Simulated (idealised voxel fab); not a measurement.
process module | voxel self aligned contacts
cross-section cut | 280 nm wide | cells 5 nm
A cross-section is a grid of square cells, given in bands from the top down. A band is one or more rows of cells.
Each band's line starts with the height of the band's top and of its bottom, in nm. Then come its materials from left to right, each with its width in nm. One material with "throughout" fills the band from edge to edge. "air" is empty space.
Height 0 is the level under which the wafer as received is all one material. The lowest band goes on downwards, as in "0 down".
A width such as "30 to 40" changes by the same amount from each row of cells to the next, from the band's top row to its bottom row.
"no change" after a step means that no cell of the cross-section changed.
closed voids: empty space of 8 cells or more with no open way to the top, each as width x height at its distance from the left edge, in nm
after a step's settings: what the simulator itself notes on the step
overlay nm, on a step with a mask: how far to the right of its planned place the mask lay; to the left if negative
plan
1 op RECEIVE | material Si
2 op CONFORMAL_DEP | material SiO2 | thk nm 5
3 op DIRECTIONAL_DEP | material polySi | thk nm 20
4 op DIRECTIONAL_DEP | material SiN | thk nm 20
5 op MASKED_ETCH | tone cover | mask id GATE | width nm 30 | pitch nm 65 | etch materials SiN | depth nm 20 | overlay nm 0
6 op MASKED_ETCH | tone cover | mask id GATE | width nm 30 | pitch nm 65 | etch materials polySi | depth nm 20 | overlay nm 0
7 op CONFORMAL_DEP | material SiN | thk nm 10
8 op DIRECTIONAL_ETCH | etch materials SiN | depth nm 10
9 op FILL_DEP | material SiO2 | thk nm 15
10 op CMP | height nm 50
11 op PATTERN | tone open | mask id CONTACT | material resist | width nm 45 | pitch nm 65 | thk nm 15 | overlay nm 0
12 op DIRECTIONAL_ETCH | etch materials SiO2 | depth nm 50
13 op STRIP | etch materials resist
14 op CONFORMAL_DEP | material TiN | thk nm 5
15 op FILL_DEP | material Ru | thk nm 10
16 op CMP | height nm 50
17 op CONFORMAL_DEP | material SiN | thk nm 5
as received, after step 1
  0 down: Si throughout
  closed voids: none
first wafer at the end, as planned
  55 to 50: SiN throughout
  50 to 45: SiO2 85 | TiN 20 | Ru 5 | TiN 20 | SiO2 20 | TiN 20 | Ru 5 | TiN 20 | SiO2 85
  45 to 25: SiO2 50 | SiN 50 | TiN 5 | Ru 5 | TiN 5 | SiN 50 | TiN 5 | Ru 5 | TiN 5 | SiN 50 | SiO2 50
  25 to 5: SiO2 50 | SiN 10 | polySi 30 | SiN 10 | TiN 5 | Ru 5 | TiN 5 | SiN 10 | polySi 30 | SiN 10 | TiN 5 | Ru 5 | TiN 5 | SiN 10 | polySi 30 | SiN 10 | SiO2 50
  5 to 0: SiO2 100 | TiN 15 | SiO2 50 | TiN 15 | SiO2 100
  0 down: Si throughout
  closed voids: none
second wafer at the end: like start, like plan, one mistake
  55 to 50: SiN throughout
  50 to 30: SiO2 85 | TiN 5 | Ru 35 | TiN 5 | SiO2 20 | TiN 5 | Ru 35 | TiN 5 | SiO2 85
  30 to 25: SiO2 85 | TiN 45 | SiO2 20 | TiN 45 | SiO2 85
  25 to 5: polySi throughout
  5 to 0: SiO2 throughout
  0 down: Si throughout
  closed voids: none
what went wrong: step 4 ran as: op DIRECTIONAL_DEP | material SiO2 | thk nm 20
at the end the second wafer has, in cells: 38 more of Ru | 168 fewer of SiN | 2 fewer of SiO2 | 20 fewer of TiN | 152 more of polySi
